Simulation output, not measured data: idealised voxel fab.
Process module heading - voxel fin reveal
The width of the displayed cross-section, cut, is 220 nm; its cells are square, with a size of 5 nm.
Cross-section layout: square cells on a grid; listed as bands, top to bottom; a band spans one or more cell rows. A band entry consists of two parts. The first gives the height of the band's top and the height of its bottom, in nm. The rest lists the band's materials from left to right, each with its width in nm. A single material labelled with the word "throughout" fills the band from edge to edge, and the word "blank" marks empty space. We count height from 0. Below that, the starting wafer is all one material. The lowest band never ends at the bottom but goes on down; see "top 0, no bottom" for how that is written. Width "30->40": first value at the band's top row of cells, second value at its bottom row, equal change from row to row. A step reported as "all unchanged" is a step in which no cell of the cross-section changed. This entry, "Enclosed internal cavities", enumerates those empty regions of no fewer than 8 cells that possess no open connection to the top. Each region is reported in the form width x height at distance, the distance being taken from the left edge, with all three quantities expressed in nm. On a step's line, text after the settings is the simulator commenting on that step. "overlay nm" answers the question of how far to the right of plan the mask lay on a step that has a mask, and when it is negative the answer is to the left.
Process steps foreseen in the plan:
1) RECEIVE (material Si)
2) CONFORMAL_DEP (material SiN; thk nm 10)
3) MASKED_ETCH (tone cover; mask id FINS; width nm 15; pitch nm 45; etch materials SiN; depth nm 10; overlay nm 0)
4) MASKED_ETCH (tone cover; mask id FINS; width nm 15; pitch nm 45; etch materials Si; depth nm 35; overlay nm 0)
5) OXIDIZE (depth nm 5)
6) FILL_DEP (material SiO2; thk nm 10)
7) CMP (height nm 10)
8) SELECTIVE_ETCH (etch materials SiO2; depth nm 35)
9) STRIP (etch materials SiN)
Cross-section, incoming material, after step 1:
top 0, no bottom = Si throughout
Enclosed internal cavities: none
Wafer at module end, in section. Began as above, planned as above, run with one mistake:
top 10, bottom 0 = blank 80, SiN 15, blank 30, SiN 15, blank 80
top 0, bottom -25 = blank 85, Si 5, blank 40, Si 5, blank 85
top -25, bottom -40 = SiO2 85, Si 5, SiO2 40, Si 5, SiO2 85
top -40, no bottom = Si throughout
Enclosed internal cavities: none
Run error: yeah, step 9 of the plan got skipped, never ran
